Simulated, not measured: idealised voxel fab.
Proc. module: voxel self aligned contacts
Displayed cross-section: cut, width of 225 nm, square cells sized 5 nm.
For the purposes of this document, a cross-section shall be understood as a grid of square cells, specified as bands listed in top-to-bottom order, each band consisting of one or more rows of cells. What a band's entry tells you: where the top is and where the bottom is, as heights in nm, and after that what lies inside, material by material from left to right, each with its width in nm. Empty space is written as the word "blank", and a single material marked with the word "everywhere" occupies the band from edge to edge. Beneath 0, the wafer as received is one material, and that level is where height counting begins. The lowest band goes on downward without a bottom; it is written like "0 nm and below". Width spec "30 to 40" -> top row of cells at first value, bottom row at second value, equal per-row change in between. Any step labelled "no modification" changed none of the cells in the cross-section. Empty spaces without an open route to the top, at least 8 cells in extent, make up the entry "Closed void table"; each is given as width x height at distance, where the distance is measured from the left edge, and all are in nm. Heads up: the bit after the settings on a step's line is the simulator's remark on that step. Among the settings permitted on a step's line is "overlay nm"; applied to a step with a mask, it specifies the extent to which the mask lay to the right of its planned position, whereas a negative figure signifies a position to the left. Reading guide: pairs of cross-sections, before and after one process step; after view cut off at lowest changed band; step and settings listed under each pair. Pairs may stem from different runs of this module on the same starting wafer; continuity with the pair above only where the "Pre-process state" entry states it.
PRE-PROCESS STATE
- 50 nm to 30 nm: 10 nm SiO2  50 nm SiN  25 nm SiO2  50 nm SiN  25 nm SiO2  50 nm SiN  15 nm SiO2
- 30 nm to 0 nm: 10 nm SiO2  10 nm SiN  30 nm polySi  10 nm SiN  25 nm SiO2  10 nm SiN  30 nm polySi  10 nm SiN  25 nm SiO2  10 nm SiN  30 nm polySi  10 nm SiN  15 nm SiO2
- 0 nm to -5 nm: SiO2 everywhere
- -5 nm and below: Si everywhere
- Closed void table: none
STRUCTURE AFTER STEP
- 65 nm to 50 nm: 45 nm resist  55 nm blank  20 nm resist  55 nm blank  50 nm resist
- below 50: unchanged
- Closed void table: none
As a process note, the step between the before and after cross-sections shown above is PATTERN | tone open | mask id CONTACT | material resist | width nm 55 | pitch nm 75 | thk nm 15 | overlay nm 0
Pre-process state: The structure entering this step is exactly what the pair just above shows after its step.
STRUCTURE AFTER STEP
- 65 nm to 50 nm: 45 nm resist  55 nm blank  20 nm resist  55 nm blank  50 nm resist
- 50 nm to 30 nm: 10 nm SiO2  50 nm SiN  25 nm blank  50 nm SiN  25 nm blank  50 nm SiN  15 nm SiO2
- 30 nm to 0 nm: 10 nm SiO2  10 nm SiN  30 nm polySi  10 nm SiN  25 nm blank  10 nm SiN  30 nm polySi  10 nm SiN  25 nm blank  10 nm SiN  30 nm polySi  10 nm SiN  15 nm SiO2
- 0 nm to -5 nm: 60 nm SiO2  25 nm blank  50 nm SiO2  25 nm blank  65 nm SiO2
- below -5: unchanged
- Closed void table: none
As a process note, the step between the before and after cross-sections shown above is DIRECTIONAL_ETCH | etch materials SiO2 | depth nm 65
Pre-process state: The structure entering this step is exactly what the pair just above shows after its step.
STRUCTURE AFTER STEP
- 50 nm to 30 nm: 10 nm SiO2  50 nm SiN  25 nm blank  50 nm SiN  25 nm blank  50 nm SiN  15 nm SiO2
- below 30: unchanged
- Closed void table: none
As a process note, the step between the before and after cross-sections shown above is STRIP | etch materials resist
Pre-process state: The structure entering this step is exactly what the pair just above shows after its step.
STRUCTURE AFTER STEP
- 55 nm to 50 nm: 65 nm TiN  15 nm blank  60 nm TiN  15 nm blank  70 nm TiN
- 50 nm to 30 nm: 10 nm SiO2  50 nm SiN  5 nm TiN  15 nm blank  5 nm TiN  50 nm SiN  5 nm TiN  15 nm blank  5 nm TiN  50 nm SiN  15 nm SiO2
- 30 nm to 0 nm: 10 nm SiO2  10 nm SiN  30 nm polySi  10 nm SiN  5 nm TiN  15 nm blank  5 nm TiN  10 nm SiN  30 nm polySi  10 nm SiN  5 nm TiN  15 nm blank  5 nm TiN  10 nm SiN  30 nm polySi  10 nm SiN  15 nm SiO2
- 0 nm to -5 nm: 60 nm SiO2  25 nm TiN  50 nm SiO2  25 nm TiN  65 nm SiO2
- below -5: unchanged
- Closed void table: none
As a process note, the step between the before and after cross-sections shown above is CONFORMAL_DEP | material TiN | thk nm 5
Pre-process state: The structure entering this step is exactly what the pair just above shows after its step.
STRUCTURE AFTER STEP
- 60 nm to 55 nm: Ru everywhere
- 55 nm to 50 nm: 65 nm TiN  15 nm Ru  60 nm TiN  15 nm Ru  70 nm TiN
- 50 nm to 30 nm: 10 nm SiO2  50 nm SiN  5 nm TiN  15 nm Ru  5 nm TiN  50 nm SiN  5 nm TiN  15 nm Ru  5 nm TiN  50 nm SiN  15 nm SiO2
- 30 nm to 0 nm: 10 nm SiO2  10 nm SiN  30 nm polySi  10 nm SiN  5 nm TiN  15 nm Ru  5 nm TiN  10 nm SiN  30 nm polySi  10 nm SiN  5 nm TiN  15 nm Ru  5 nm TiN  10 nm SiN  30 nm polySi  10 nm SiN  15 nm SiO2
- below 0: unchanged
- Closed void table: none
As a process note, the step between the before and after cross-sections shown above is FILL_DEP | material Ru | thk nm 5
Pre-process state: The structure entering this step is exactly what the pair just above shows after its step.
STRUCTURE AFTER STEP
- 65 nm to 60 nm: SiCN everywhere
- below 60: unchanged
- Closed void table: none
As a process note, the step between the before and after cross-sections shown above is CONFORMAL_DEP | material SiCN | thk nm 5
PRE-PROCESS STATE
- 60 nm to 55 nm: SiO2 everywhere
- 55 nm to 30 nm: 10 nm SiO2  50 nm SiN  25 nm SiO2  50 nm SiN  25 nm SiO2  50 nm SiN  15 nm SiO2
- 30 nm to 0 nm: 10 nm SiO2  10 nm SiN  30 nm polySi  10 nm SiN  25 nm SiO2  10 nm SiN  30 nm polySi  10 nm SiN  25 nm SiO2  10 nm SiN  30 nm polySi  10 nm SiN  15 nm SiO2
- 0 nm to -5 nm: SiO2 everywhere
- -5 nm and below: Si everywhere
- Closed void table: none
STRUCTURE AFTER STEP
- 75 nm to 60 nm: 50 nm resist  50 nm blank  25 nm resist  50 nm blank  50 nm resist
- below 60: unchanged
- Closed void table: none
As a process note, the step between the before and after cross-sections shown above is PATTERN | tone open | mask id CONTACT | material resist | width nm 50 | pitch nm 75 | thk nm 15 | overlay nm 0
Pre-process state: The structure entering this step is exactly what the pair just above shows after its step.
STRUCTURE AFTER STEP
- 75 nm to 60 nm: 50 nm resist  50 nm blank  25 nm resist  50 nm blank  50 nm resist
- 60 nm to 55 nm: 50 nm SiO2  50 nm blank  25 nm SiO2  50 nm blank  50 nm SiO2
- 55 nm to 30 nm: 10 nm SiO2  50 nm SiN  25 nm blank  50 nm SiN  25 nm blank  50 nm SiN  15 nm SiO2
- 30 nm to 0 nm: 10 nm SiO2  10 nm SiN  30 nm polySi  10 nm SiN  25 nm blank  10 nm SiN  30 nm polySi  10 nm SiN  25 nm blank  10 nm SiN  30 nm polySi  10 nm SiN  15 nm SiO2
- 0 nm to -5 nm: 60 nm SiO2  25 nm blank  50 nm SiO2  25 nm blank  65 nm SiO2
- below -5: unchanged
- Closed void table: none
As a process note, the step between the before and after cross-sections shown above is DIRECTIONAL_ETCH | etch materials SiO2 | depth nm 65
Pre-process state: The structure entering this step is exactly what the pair just above shows after its step.
STRUCTURE AFTER STEP
- 60 nm to 55 nm: 50 nm SiO2  50 nm blank  25 nm SiO2  50 nm blank  50 nm SiO2
- below 55: unchanged
- Closed void table: none
As a process note, the step between the before and after cross-sections shown above is STRIP | etch materials resist
Pre-process state: The structure entering this step is exactly what the pair just above shows after its step.
STRUCTURE AFTER STEP
- 65 nm to 60 nm: 55 nm TiN  40 nm blank  35 nm TiN  40 nm blank  55 nm TiN
- 60 nm to 55 nm: 50 nm SiO2  15 nm TiN  15 nm blank  20 nm TiN  25 nm SiO2  15 nm TiN  15 nm blank  20 nm TiN  50 nm SiO2
- 55 nm to 30 nm: 10 nm SiO2  50 nm SiN  5 nm TiN  15 nm blank  5 nm TiN  50 nm SiN  5 nm TiN  15 nm blank  5 nm TiN  50 nm SiN  15 nm SiO2
- 30 nm to 0 nm: 10 nm SiO2  10 nm SiN  30 nm polySi  10 nm SiN  5 nm TiN  15 nm blank  5 nm TiN  10 nm SiN  30 nm polySi  10 nm SiN  5 nm TiN  15 nm blank  5 nm TiN  10 nm SiN  30 nm polySi  10 nm SiN  15 nm SiO2
- 0 nm to -5 nm: 60 nm SiO2  25 nm TiN  50 nm SiO2  25 nm TiN  65 nm SiO2
- below -5: unchanged
- Closed void table: none
As a process note, the step between the before and after cross-sections shown above is CONFORMAL_DEP | material TiN | thk nm 5
Pre-process state: The structure entering this step is exactly what the pair just above shows after its step.
STRUCTURE AFTER STEP
- 70 nm to 65 nm: Ru everywhere
- 65 nm to 60 nm: 55 nm TiN  40 nm Ru  35 nm TiN  40 nm Ru  55 nm TiN
- 60 nm to 55 nm: 50 nm SiO2  15 nm TiN  15 nm Ru  20 nm TiN  25 nm SiO2  15 nm TiN  15 nm Ru  20 nm TiN  50 nm SiO2
- 55 nm to 30 nm: 10 nm SiO2  50 nm SiN  5 nm TiN  15 nm Ru  5 nm TiN  50 nm SiN  5 nm TiN  15 nm Ru  5 nm TiN  50 nm SiN  15 nm SiO2
- 30 nm to 0 nm: 10 nm SiO2  10 nm SiN  30 nm polySi  10 nm SiN  5 nm TiN  15 nm Ru  5 nm TiN  10 nm SiN  30 nm polySi  10 nm SiN  5 nm TiN  15 nm Ru  5 nm TiN  10 nm SiN  30 nm polySi  10 nm SiN  15 nm SiO2
- below 0: unchanged
- Closed void table: none
As a process note, the step between the before and after cross-sections shown above is FILL_DEP | material Ru | thk nm 5
Pre-process state: The structure entering this step is exactly what the pair just above shows after its step.
STRUCTURE AFTER STEP
- 60 nm to 55 nm: 50 nm SiO2  15 nm TiN  15 nm Ru  20 nm TiN  25 nm SiO2  15 nm TiN  15 nm Ru  20 nm TiN  50 nm SiO2
- below 55: unchanged
- Closed void table: none
As a process note, the step between the before and after cross-sections shown above is CMP | height nm 60
Pre-process state: The structure entering this step is exactly what the pair just above shows after its step.
STRUCTURE AFTER STEP
- 65 nm to 60 nm: SiCN everywhere
- below 60: unchanged
- Closed void table: none
As a process note, the step between the before and after cross-sections shown above is CONFORMAL_DEP | material SiCN | thk nm 5
PRE-PROCESS STATE
- 60 nm to 55 nm: SiO2 everywhere
- 55 nm to 30 nm: 10 nm SiO2  50 nm SiN  25 nm SiO2  50 nm SiN  25 nm SiO2  50 nm SiN  15 nm SiO2
- 30 nm to 0 nm: 10 nm SiO2  10 nm SiN  30 nm polySi  10 nm SiN  25 nm SiO2  10 nm SiN  30 nm polySi  10 nm SiN  25 nm SiO2  10 nm SiN  30 nm polySi  10 nm SiN  15 nm SiO2
- 0 nm to -5 nm: SiO2 everywhere
- -5 nm and below: Si everywhere
- Closed void table: none
STRUCTURE AFTER STEP
- 75 nm to 60 nm: 50 nm resist  55 nm blank  20 nm resist  55 nm blank  45 nm resist
- below 60: unchanged
- Closed void table: none
As a process note, the step between the before and after cross-sections shown above is PATTERN | tone open | mask id CONTACT | material resist | width nm 55 | pitch nm 75 | thk nm 15 | overlay nm 5
Pre-process state: The structure entering this step is exactly what the pair just above shows after its step.
STRUCTURE AFTER STEP
- 75 nm to 60 nm: 50 nm resist  55 nm blank  20 nm resist  55 nm blank  45 nm resist
- 60 nm to 55 nm: 50 nm SiO2  55 nm blank  20 nm SiO2  55 nm blank  45 nm SiO2
- 55 nm to 30 nm: 10 nm SiO2  50 nm SiN  25 nm blank  50 nm SiN  25 nm blank  50 nm SiN  15 nm SiO2
- 30 nm to 0 nm: 10 nm SiO2  10 nm SiN  30 nm polySi  10 nm SiN  25 nm blank  10 nm SiN  30 nm polySi  10 nm SiN  25 nm blank  10 nm SiN  30 nm polySi  10 nm SiN  15 nm SiO2
- 0 nm to -5 nm: 60 nm SiO2  25 nm blank  50 nm SiO2  25 nm blank  65 nm SiO2
- below -5: unchanged
- Closed void table: none
As a process note, the step between the before and after cross-sections shown above is DIRECTIONAL_ETCH | etch materials SiO2 | depth nm 65
Pre-process state: The structure entering this step is exactly what the pair just above shows after its step.
STRUCTURE AFTER STEP
- 60 nm to 55 nm: 50 nm SiO2  55 nm blank  20 nm SiO2  55 nm blank  45 nm SiO2
- below 55: unchanged
- Closed void table: none
As a process note, the step between the before and after cross-sections shown above is STRIP | etch materials resist
Pre-process state: The structure entering this step is exactly what the pair just above shows after its step.
STRUCTURE AFTER STEP
- 65 nm to 60 nm: 55 nm TiN  45 nm blank  30 nm TiN  45 nm blank  50 nm TiN
- 60 nm to 55 nm: 50 nm SiO2  15 nm TiN  15 nm blank  25 nm TiN  20 nm SiO2  15 nm TiN  15 nm blank  25 nm TiN  45 nm SiO2
- 55 nm to 30 nm: 10 nm SiO2  50 nm SiN  5 nm TiN  15 nm blank  5 nm TiN  50 nm SiN  5 nm TiN  15 nm blank  5 nm TiN  50 nm SiN  15 nm SiO2
- 30 nm to 0 nm: 10 nm SiO2  10 nm SiN  30 nm polySi  10 nm SiN  5 nm TiN  15 nm blank  5 nm TiN  10 nm SiN  30 nm polySi  10 nm SiN  5 nm TiN  15 nm blank  5 nm TiN  10 nm SiN  30 nm polySi  10 nm SiN  15 nm SiO2
- 0 nm to -5 nm: 60 nm SiO2  25 nm TiN  50 nm SiO2  25 nm TiN  65 nm SiO2
- below -5: unchanged
- Closed void table: none
As a process note, the step between the before and after cross-sections shown above is CONFORMAL_DEP | material TiN | thk nm 5
Pre-process state: The structure entering this step is exactly what the pair just above shows after its step.
STRUCTURE AFTER STEP
- 70 nm to 65 nm: Ru everywhere
- 65 nm to 60 nm: 55 nm TiN  45 nm Ru  30 nm TiN  45 nm Ru  50 nm TiN
- 60 nm to 55 nm: 50 nm SiO2  15 nm TiN  15 nm Ru  25 nm TiN  20 nm SiO2  15 nm TiN  15 nm Ru  25 nm TiN  45 nm SiO2
- 55 nm to 30 nm: 10 nm SiO2  50 nm SiN  5 nm TiN  15 nm Ru  5 nm TiN  50 nm SiN  5 nm TiN  15 nm Ru  5 nm TiN  50 nm SiN  15 nm SiO2
- 30 nm to 0 nm: 10 nm SiO2  10 nm SiN  30 nm polySi  10 nm SiN  5 nm TiN  15 nm Ru  5 nm TiN  10 nm SiN  30 nm polySi  10 nm SiN  5 nm TiN  15 nm Ru  5 nm TiN  10 nm SiN  30 nm polySi  10 nm SiN  15 nm SiO2
- below 0: unchanged
- Closed void table: none
As a process note, the step between the before and after cross-sections shown above is FILL_DEP | material Ru | thk nm 5
Pre-process state: The structure entering this step is exactly what the pair just above shows after its step.
STRUCTURE AFTER STEP
- 60 nm to 55 nm: 50 nm SiO2  15 nm TiN  15 nm Ru  25 nm TiN  20 nm SiO2  15 nm TiN  15 nm Ru  25 nm TiN  45 nm SiO2
- below 55: unchanged
- Closed void table: none
As a process note, the step between the before and after cross-sections shown above is CMP | height nm 60
Pre-process state: The structure entering this step is exactly what the pair just above shows after its step.
STRUCTURE AFTER STEP
- 65 nm to 60 nm: SiCN everywhere
- below 60: unchanged
- Closed void table: none
As a process note, the step between the before and after cross-sections shown above is CONFORMAL_DEP | material SiCN | thk nm 5
PRE-PROCESS STATE
- 0 nm to -5 nm: SiO2 everywhere
- -5 nm and below: Si everywhere
- Closed void table: none
STRUCTURE AFTER STEP
- 30 nm to 0 nm: TiN everywhere
- below 0: unchanged
- Closed void table: none
As a process note, the step between the before and after cross-sections shown above is DIRECTIONAL_DEP | material TiN | thk nm 30
Pre-process state: The structure entering this step is exactly what the pair just above shows after its step.
STRUCTURE AFTER STEP
- 55 nm to 30 nm: SiN everywhere
- below 30: unchanged
- Closed void table: none
As a process note, the step between the before and after cross-sections shown above is DIRECTIONAL_DEP | material SiN | thk nm 25
Pre-process state: The structure entering this step is exactly what the pair just above shows after its step.
STRUCTURE AFTER STEP
- 55 nm to 30 nm: 20 nm blank  30 nm SiN  45 nm blank  30 nm SiN  45 nm blank  30 nm SiN  25 nm blank
- below 30: unchanged
- Closed void table: none
As a process note, the step between the before and after cross-sections shown above is MASKED_ETCH | tone cover | mask id GATE | width nm 30 | pitch nm 75 | etch materials SiN | depth nm 25 | overlay nm 0
Pre-process state: The structure entering this step is exactly what the pair just above shows after its step.
STRUCTURE AFTER STEP
- 65 nm to 40 nm: 10 nm blank  50 nm SiN  25 nm blank  50 nm SiN  25 nm blank  50 nm SiN  15 nm blank
- 40 nm to 30 nm: SiN everywhere
- below 30: unchanged
- Closed void table: none
As a process note, the step between the before and after cross-sections shown above is CONFORMAL_DEP | material SiN | thk nm 10
Pre-process state: The structure entering this step is exactly what the pair just above shows after its step.
STRUCTURE AFTER STEP
- 55 nm to 30 nm: 10 nm blank  50 nm SiN  25 nm blank  50 nm SiN  25 nm blank  50 nm SiN  15 nm blank
- below 30: unchanged
- Closed void table: none
As a process note, the step between the before and after cross-sections shown above is DIRECTIONAL_ETCH | etch materials SiN | depth nm 10
Pre-process state: The structure entering this step is exactly what the pair just above shows after its step.
STRUCTURE AFTER STEP
- 65 nm to 55 nm: SiO2 everywhere
- 55 nm to 30 nm: 10 nm SiO2  50 nm SiN  25 nm SiO2  50 nm SiN  25 nm SiO2  50 nm SiN  15 nm SiO2
- below 30: unchanged
- Closed void table: none
As a process note, the step between the before and after cross-sections shown above is FILL_DEP | material SiO2 | thk nm 10
Pre-process state: The structure entering this step is exactly what the pair just above shows after its step.
STRUCTURE AFTER STEP
- 60 nm to 55 nm: SiO2 everywhere
- below 55: unchanged
- Closed void table: none
As a process note, the step between the before and after cross-sections shown above is CMP | height nm 60
Pre-process state: The structure entering this step is exactly what the pair just above shows after its step.
STRUCTURE AFTER STEP
- 75 nm to 60 nm: 45 nm resist  55 nm blank  20 nm resist  55 nm blank  50 nm resist
- below 60: unchanged
- Closed void table: none
As a process note, the step between the before and after cross-sections shown above is PATTERN | tone open | mask id CONTACT | material resist | width nm 55 | pitch nm 75 | thk nm 15 | overlay nm 0
Pre-process state: The structure entering this step is exactly what the pair just above shows after its step.
STRUCTURE AFTER STEP
- 75 nm to 60 nm: 45 nm resist  55 nm blank  20 nm resist  55 nm blank  50 nm resist
- 60 nm to 55 nm: 45 nm SiO2  55 nm blank  20 nm SiO2  55 nm blank  50 nm SiO2
- 55 nm to 30 nm: 10 nm SiO2  50 nm SiN  25 nm blank  50 nm SiN  25 nm blank  50 nm SiN  15 nm SiO2
- below 30: unchanged
- Closed void table: none
As a process note, the step between the before and after cross-sections shown above is DIRECTIONAL_ETCH | etch materials SiO2 | depth nm 65
Pre-process state: The structure entering this step is exactly what the pair just above shows after its step.
STRUCTURE AFTER STEP
- 60 nm to 55 nm: 45 nm SiO2  55 nm blank  20 nm SiO2  55 nm blank  50 nm SiO2
- below 55: unchanged
- Closed void table: none
As a process note, the step between the before and after cross-sections shown above is STRIP | etch materials resist
Pre-process state: The structure entering this step is exactly what the pair just above shows after its step.
STRUCTURE AFTER STEP
- 65 nm to 60 nm: 50 nm TiN  45 nm blank  30 nm TiN  45 nm blank  55 nm TiN
- 60 nm to 55 nm: 45 nm SiO2  20 nm TiN  15 nm blank  20 nm TiN  20 nm SiO2  20 nm TiN  15 nm blank  20 nm TiN  50 nm SiO2
- 55 nm to 35 nm: 10 nm SiO2  50 nm SiN  5 nm TiN  15 nm blank  5 nm TiN  50 nm SiN  5 nm TiN  15 nm blank  5 nm TiN  50 nm SiN  15 nm SiO2
- 35 nm to 30 nm: 10 nm SiO2  50 nm SiN  25 nm TiN  50 nm SiN  25 nm TiN  50 nm SiN  15 nm SiO2
- below 30: unchanged
- Closed void table: none
As a process note, the step between the before and after cross-sections shown above is CONFORMAL_DEP | material TiN | thk nm 5
Pre-process state: The structure entering this step is exactly what the pair just above shows after its step.
STRUCTURE AFTER STEP
- 70 nm to 65 nm: Ru everywhere
- 65 nm to 60 nm: 50 nm TiN  45 nm Ru  30 nm TiN  45 nm Ru  55 nm TiN
- 60 nm to 55 nm: 45 nm SiO2  20 nm TiN  15 nm Ru  20 nm TiN  20 nm SiO2  20 nm TiN  15 nm Ru  20 nm TiN  50 nm SiO2
- 55 nm to 35 nm: 10 nm SiO2  50 nm SiN  5 nm TiN  15 nm Ru  5 nm TiN  50 nm SiN  5 nm TiN  15 nm Ru  5 nm TiN  50 nm SiN  15 nm SiO2
- below 35: unchanged
- Closed void table: none
As a process note, the step between the before and after cross-sections shown above is FILL_DEP | material Ru | thk nm 5
Pre-process state: The structure entering this step is exactly what the pair just above shows after its step.
STRUCTURE AFTER STEP
- 60 nm to 55 nm: 45 nm SiO2  20 nm TiN  15 nm Ru  20 nm TiN  20 nm SiO2  20 nm TiN  15 nm Ru  20 nm TiN  50 nm SiO2
- below 55: unchanged
- Closed void table: none
As a process note, the step between the before and after cross-sections shown above is CMP | height nm 60
Pre-process state: The structure entering this step is exactly what the pair just above shows after its step.
STRUCTURE AFTER STEP
- 65 nm to 60 nm: SiCN everywhere
- below 60: unchanged
- Closed void table: none
As a process note, the step between the before and after cross-sections shown above is CONFORMAL_DEP | material SiCN | thk nm 5
PRE-PROCESS STATE
- 60 nm to 55 nm: SiO2 everywhere
- 55 nm to 30 nm: 10 nm SiO2  50 nm SiN  25 nm SiO2  50 nm SiN  25 nm SiO2  50 nm SiN  15 nm SiO2
- 30 nm to 0 nm: 10 nm SiO2  10 nm SiN  30 nm polySi  10 nm SiN  25 nm SiO2  10 nm SiN  30 nm polySi  10 nm SiN  25 nm SiO2  10 nm SiN  30 nm polySi  10 nm SiN  15 nm SiO2
- 0 nm to -5 nm: SiO2 everywhere
- -5 nm and below: Si everywhere
- Closed void table: none
STRUCTURE AFTER STEP
- 75 nm to 60 nm: 45 nm blank  55 nm resist  20 nm blank  55 nm resist  50 nm blank
- below 60: unchanged
- Closed void table: none
As a process note, the step between the before and after cross-sections shown above is PATTERN | tone cover | mask id CONTACT | material resist | width nm 55 | pitch nm 75 | thk nm 15 | overlay nm 0
Pre-process state: The structure entering this step is exactly what the pair just above shows after its step.
STRUCTURE AFTER STEP
- 75 nm to 60 nm: 45 nm blank  55 nm resist  20 nm blank  55 nm resist  50 nm blank
- 60 nm to 55 nm: 45 nm blank  55 nm SiO2  20 nm blank  55 nm SiO2  50 nm blank
- 55 nm to 30 nm: 10 nm blank  50 nm SiN  25 nm SiO2  50 nm SiN  25 nm SiO2  50 nm SiN  15 nm blank
- 30 nm to 0 nm: 10 nm blank  10 nm SiN  30 nm polySi  10 nm SiN  25 nm SiO2  10 nm SiN  30 nm polySi  10 nm SiN  25 nm SiO2  10 nm SiN  30 nm polySi  10 nm SiN  15 nm blank
- 0 nm to -5 nm: 10 nm blank  200 nm SiO2  15 nm blank
- below -5: unchanged
- Closed void table: none
As a process note, the step between the before and after cross-sections shown above is DIRECTIONAL_ETCH | etch materials SiO2 | depth nm 65
Pre-process state: The structure entering this step is exactly what the pair just above shows after its step.
STRUCTURE AFTER STEP
- 60 nm to 55 nm: 45 nm blank  55 nm SiO2  20 nm blank  55 nm SiO2  50 nm blank
- below 55: unchanged
- Closed void table: none
As a process note, the step between the before and after cross-sections shown above is STRIP | etch materials resist
Pre-process state: The structure entering this step is exactly what the pair just above shows after its step.
STRUCTURE AFTER STEP
- 65 nm to 60 nm: 40 nm blank  65 nm TiN  10 nm blank  65 nm TiN  45 nm blank
- 60 nm to 55 nm: 5 nm blank  40 nm TiN  55 nm SiO2  20 nm TiN  55 nm SiO2  40 nm TiN  10 nm blank
- 55 nm to 30 nm: 5 nm blank  5 nm TiN  50 nm SiN  25 nm SiO2  50 nm SiN  25 nm SiO2  50 nm SiN  5 nm TiN  10 nm blank
- 30 nm to 0 nm: 5 nm blank  5 nm TiN  10 nm SiN  30 nm polySi  10 nm SiN  25 nm SiO2  10 nm SiN  30 nm polySi  10 nm SiN  25 nm SiO2  10 nm SiN  30 nm polySi  10 nm SiN  5 nm TiN  10 nm blank
- 0 nm to -5 nm: 10 nm TiN  200 nm SiO2  15 nm TiN
- below -5: unchanged
- Closed void table: none
As a process note, the step between the before and after cross-sections shown above is CONFORMAL_DEP | material TiN | thk nm 5
Pre-process state: The structure entering this step is exactly what the pair just above shows after its step.
STRUCTURE AFTER STEP
- 70 nm to 65 nm: Ru everywhere
- 65 nm to 60 nm: 40 nm Ru  65 nm TiN  10 nm Ru  65 nm TiN  45 nm Ru
- 60 nm to 55 nm: 5 nm Ru  40 nm TiN  55 nm SiO2  20 nm TiN  55 nm SiO2  40 nm TiN  10 nm Ru
- 55 nm to 30 nm: 5 nm Ru  5 nm TiN  50 nm SiN  25 nm SiO2  50 nm SiN  25 nm SiO2  50 nm SiN  5 nm TiN  10 nm Ru
- 30 nm to 0 nm: 5 nm Ru  5 nm TiN  10 nm SiN  30 nm polySi  10 nm SiN  25 nm SiO2  10 nm SiN  30 nm polySi  10 nm SiN  25 nm SiO2  10 nm SiN  30 nm polySi  10 nm SiN  5 nm TiN  10 nm Ru
- below 0: unchanged
- Closed void table: none
As a process note, the step between the before and after cross-sections shown above is FILL_DEP | material Ru | thk nm 5
Pre-process state: The structure entering this step is exactly what the pair just above shows after its step.
STRUCTURE AFTER STEP
- 60 nm to 55 nm: 5 nm Ru  40 nm TiN  55 nm SiO2  20 nm TiN  55 nm SiO2  40 nm TiN  10 nm Ru
- below 55: unchanged
- Closed void table: none
As a process note, the step between the before and after cross-sections shown above is CMP | height nm 60
Pre-process state: The structure entering this step is exactly what the pair just above shows after its step.
STRUCTURE AFTER STEP
- 65 nm to 60 nm: SiCN everywhere
- below 60: unchanged
- Closed void table: none
As a process note, the step between the before and after cross-sections shown above is CONFORMAL_DEP | material SiCN | thk nm 5
